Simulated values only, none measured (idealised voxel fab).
The following is a process module called voxel gate over fins.
Cross-section cut: width 300 nm, square cells of 5 nm.
Cross-section spec: square-cell grid; bands listed top down; each band is one or more rows.
Look at the band entry: it leads with the top's height and the bottom's height in nm. Then it lists the materials left to right, with a width in nm for each. The word "full width" on a single material says that material fills the band edge to edge. The word "empty" is empty space.
Zero point of the height axis is 0; under it, received wafer = one material. Lowest band: continues down indefinitely, "from 0 down".
Quick explanation for "30->40": the width changes in equal steps down the rows of cells, from the first number in the band's top row to the second number in its bottom row.
Where a step carries "nothing altered", the cross-section came out of it unchanged, cell for cell.
Entry "Unvented voids" = empty spaces >= 8 cells with no open way to the top; each as width x height at distance, distance from left edge, all nm.
Step line, after settings: the simulator's comment on this step.
overlay nm: where the mask lay relative to plan, measured to the right, on steps with a mask; negatives go left.

[Intended process steps]
| 1 | RECEIVE [material Si] |
| 2 | CONFORMAL_DEP [material SiN] [thk nm 10] |
| 3 | PATTERN [tone cover] [mask id FINS] [material resist] [width nm 15] [pitch nm 40] [thk nm 15] [overlay nm 0] |
| 4 | DIRECTIONAL_ETCH [etch materials SiN] [depth nm 10] |
| 5 | DIRECTIONAL_ETCH [etch materials Si] [depth nm 30] |
| 6 | STRIP [etch materials resist] |
| 7 | OXIDIZE [depth nm 5] |
| 8 | FILL_DEP [material SiO2] [thk nm 15] |
| 9 | CMP [height nm 10] |
| 10 | SELECTIVE_ETCH [etch materials SiO2] [depth nm 20] |
| 11 | STRIP [etch materials SiN] |
| 12 | CONFORMAL_DEP [material HfO2] [thk nm 5] |
| 13 | CONFORMAL_DEP [material TiN] [thk nm 5] |
| 14 | CONFORMAL_DEP [material TiAl] [thk nm 5] |
| 15 | CONFORMAL_DEP [material TiN] [thk nm 5] |
| 16 | FILL_DEP [material W] [thk nm 10] |
| 17 | CMP [height nm 25] |
| 18 | CONFORMAL_DEP [material SiN] [thk nm 10] |
For this document, wafers share an identical start and vary in the step 3 width nm; the plan quotes the first wafer's value.

[First wafer of several, as received: cross-section after step 1]
  from 0 down | Si full width
  Unvented voids: none

[Basically each wafer gets a line in the table, showing it at the end of the module: material by material, the cells it gained (+) or lost (-) since we got it, then its closed voids]
width nm 15, +68 HfO2, -406 Si, +120 SiN, +290 SiO2, +68 TiAl, +134 TiN, +146 W, Unvented voids: none
width nm 20, +68 HfO2, -392 Si, +120 SiN, +280 SiO2, +68 TiAl, +132 TiN, +144 W, Unvented voids: none
width nm 25, +68 HfO2, -378 Si, +120 SiN, +270 SiO2, +66 TiAl, +132 TiN, +142 W, Unvented voids: none
